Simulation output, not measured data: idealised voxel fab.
This section sets out a process module, namely voxel self aligned contacts.
Xsec cut, 290 nm wide, square cell size 5 nm.
Reading order for cross-sections: top band down to bottom band. Underlying form: a grid of square cells. Band size: one or more rows of cells. Within each band entry, the heights of the top and of the bottom of the band appear first, in that order and in nm; the materials of the band then follow from left to right, each with its corresponding width in nm. The designation "throughout" on a single material indicates that it fills the band from edge to edge; the designation "empty" indicates empty space. Height is counted from the level 0, under which the received wafer is composed throughout of one material. The lowest of the bands is not closed at the bottom but continues downward, in the notation "0 -> down". So if you see something like "30->40" for the width, read it as the top row of the band sitting at the first number and the bottom row at the second, with every row in between moving by the same amount as the last. "nothing got changed", as given for a step, is the statement that not any cell of the cross-section underwent a change during that step. Under "Internal closed voids" you'll find the enclosed gaps, the ones with no way out to the top, that are 8 cells or bigger; each reads width x height at distance, with distance counted from the left edge, everything in nm. Formally, on a step line, whatever follows the settings is a remark that the simulator itself makes on the step. If you see "overlay nm" on a step's line and that step has a mask, it's telling you how far right of where it was planned the mask ended up; a negative number means it went left instead.
LISTED BELOW ARE THE PROCESS STEPS AS PLANNED
| 1 | RECEIVE, material Si |
| 2 | CONFORMAL_DEP, material SiO2, thk nm 5 |
| 3 | DIRECTIONAL_DEP, material polySi, thk nm 20 |
| 4 | DIRECTIONAL_DEP, material SiN, thk nm 25 |
| 5 | DIRECTIONAL_DEP, material aC, thk nm 15 |
| 6 | PATTERN, tone cover, mask id GATE, material resist, width nm 30, pitch nm 65, thk nm 35, overlay nm 0 |
| 7 | DIRECTIONAL_ETCH, etch materials aC, depth nm 15 |
| 8 | STRIP, etch materials resist |
| 9 | DIRECTIONAL_ETCH, etch materials SiN, depth nm 25 |
| 10 | DIRECTIONAL_ETCH, etch materials polySi, depth nm 20 |
| 11 | STRIP, etch materials aC |
| 12 | CONFORMAL_DEP, material SiN, thk nm 10 |
| 13 | DIRECTIONAL_ETCH, etch materials SiN, depth nm 10 |
| 14 | FILL_DEP, material SiO2, thk nm 15 |
| 15 | CMP, height nm 60 |
| 16 | DIRECTIONAL_DEP, material aC, thk nm 10 |
| 17 | PATTERN, tone open, mask id CONTACT, material resist, width nm 45, pitch nm 65, thk nm 25, overlay nm 0 |
| 18 | DIRECTIONAL_ETCH, etch materials aC, depth nm 10 |
| 19 | STRIP, etch materials resist |
| 20 | DIRECTIONAL_ETCH, etch materials SiO2, depth nm 60 |
| 21 | STRIP, etch materials aC |
| 22 | CONFORMAL_DEP, material TiN, thk nm 5 |
| 23 | FILL_DEP, material Ru, thk nm 10 |
| 24 | CMP, height nm 60 |
| 25 | CONFORMAL_DEP, material SiN, thk nm 5 |
WAFER CROSS-SECTION ON RECEIPT, I.E. AFTER STEP 1
  0 -> down  Si throughout
  Internal closed voids: none
CROSS-SECTION: FIRST OF TWO WAFERS, MODULE FINISHED, RUN ACCORDING TO PLAN
  65 -> 60  SiN throughout
  60 -> 50  SiO2 (90); TiN (5->20); Ru (35->5); TiN (5->20); SiO2 (20); TiN (5->20); Ru (35->5); TiN (5->20); SiO2 (90)
  50 -> 25  SiO2 (55); SiN (50); TiN (5); Ru (5); TiN (5); SiN (50); TiN (5); Ru (5); TiN (5); SiN (50); SiO2 (55)
  25 -> 5  SiO2 (55); SiN (10); polySi (30); SiN (10); TiN (5); Ru (5); TiN (5); SiN (10); polySi (30); SiN (10); TiN (5); Ru (5); TiN (5); SiN (10); polySi (30); SiN (10); SiO2 (55)
  5 -> 0  SiO2 (105); TiN (15); SiO2 (50); TiN (15); SiO2 (105)
  0 -> down  Si throughout
  Internal closed voids: none
END-OF-MODULE CROSS-SECTION OF THE SECOND WAFER: IDENTICAL STARTING POINT AND PROCESS PLAN TO THE FIRST, WITH ONE PROCESSING MISTAKE
  65 -> 60  SiN throughout
  60 -> 55  TiN (95); Ru (35); TiN (30); Ru (35); TiN (95)
  55 -> 50  SiO2 (90); TiN (20); Ru (5); TiN (20); SiO2 (20); TiN (20); Ru (5); TiN (20); SiO2 (90)
  50 -> 25  SiO2 (55); SiN (50); TiN (5); Ru (5); TiN (5); SiN (50); TiN (5); Ru (5); TiN (5); SiN (50); SiO2 (55)
  25 -> 5  SiO2 (55); SiN (10); polySi (30); SiN (10); TiN (5); Ru (5); TiN (5); SiN (10); polySi (30); SiN (10); TiN (5); Ru (5); TiN (5); SiN (10); polySi (30); SiN (10); SiO2 (55)
  5 -> 0  SiO2 (105); TiN (15); SiO2 (50); TiN (15); SiO2 (105)
  0 -> down  Si throughout
  Internal closed voids: none
Plan not followed: step 15 went in with a setting other than planned; the actual run was CMP, height nm 55
It is noted that, at the conclusion of processing, the second wafer exhibits a higher or lower cell count for certain materials relative to the first: SiO2: 40 fewer, TiN: 40 more
